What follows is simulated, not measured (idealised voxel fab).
process module | voxel plated lines
FYI the section here is cut, 265 nm wide, cells are 5 nm squares.
Notation: cross-section as square-cell grid; stated in bands, top first, going down; one or more cell rows per band. First you get the band's top height and its bottom height, in nm, and then the materials it's made of, left to right, with each width in nm. If you see a single material with "full width", that one covers the band edge to edge. "empty" is empty space. We count height from 0. Below that, the starting wafer is all one material. The lowest band never ends at the bottom but goes on down; see "0 -> down" for how that is written. A width such as "30->40" changes by the same amount from each row of cells to the next, from the band's top row to its bottom row. No cell of the cross-section changed in a step that is given as "nothing got changed". Closed empty spaces (no open way to the top) of 8 cells or more are what "Enclosed cavities" lists, each as width x height at distance from the left edge, nm for all three. On each step's line, the part that comes after the settings is the simulator's own comment on the step. overlay nm: right-of-plan distance of the mask on a masked step; negative values mean left-of-plan.

INTENDED PROCESS STEPS
- 1: RECEIVE (material Si)
- 2: CONFORMAL_DEP (material SiO2; thk nm 10)
- 3: DIRECTIONAL_DEP (material TiN; thk nm 5)
- 4: PATTERN (tone open; mask id LINES; material resist; width nm 30; pitch nm 50; thk nm 35; overlay nm 0)
- 5: EPI (material Ru; thk nm 10)
- 6: EPI (material Ru; thk nm 10)
- 7: EPI (material Ru; thk nm 10)
- 8: STRIP (etch materials resist)
- 9: DIRECTIONAL_ETCH (etch materials TiN; depth nm 5)
- 10: CONFORMAL_DEP (material SiCN; thk nm 5)

AS RECEIVED, AFTER STEP 1
* 0 -> down | Si full width
* Enclosed cavities: none

CROSS-SECTION AT MODULE END, ONE RUN ERROR; START AND PLAN UNCHANGED FROM ABOVE
* 50 -> 45 | SiCN 45 nm, empty 20 nm, SiCN 30 nm, empty 20 nm, SiCN 30 nm, empty 20 nm, SiCN 30 nm, empty 20 nm, SiCN 50 nm
* 45 -> 15 | Ru 40 nm, SiCN 5 nm, empty 20 nm, SiCN 5 nm, Ru 20 nm, SiCN 5 nm, empty 20 nm, SiCN 5 nm, Ru 20 nm, SiCN 5 nm, empty 20 nm, SiCN 5 nm, Ru 20 nm, SiCN 5 nm, empty 20 nm, SiCN 5 nm, Ru 45 nm
* 15 -> 10 | TiN 40 nm, SiCN 30 nm, TiN 20 nm, SiCN 30 nm, TiN 20 nm, SiCN 30 nm, TiN 20 nm, SiCN 30 nm, TiN 45 nm
* 10 -> 0 | SiO2 full width
* 0 -> down | Si full width
* Enclosed cavities: none
Heads up, the wafer didn't run the way we planned it: the process deviated at step 4: the operation and settings actually run there were PATTERN (tone cover; mask id LINES; material resist; width nm 30; pitch nm 50; thk nm 35; overlay nm 0)
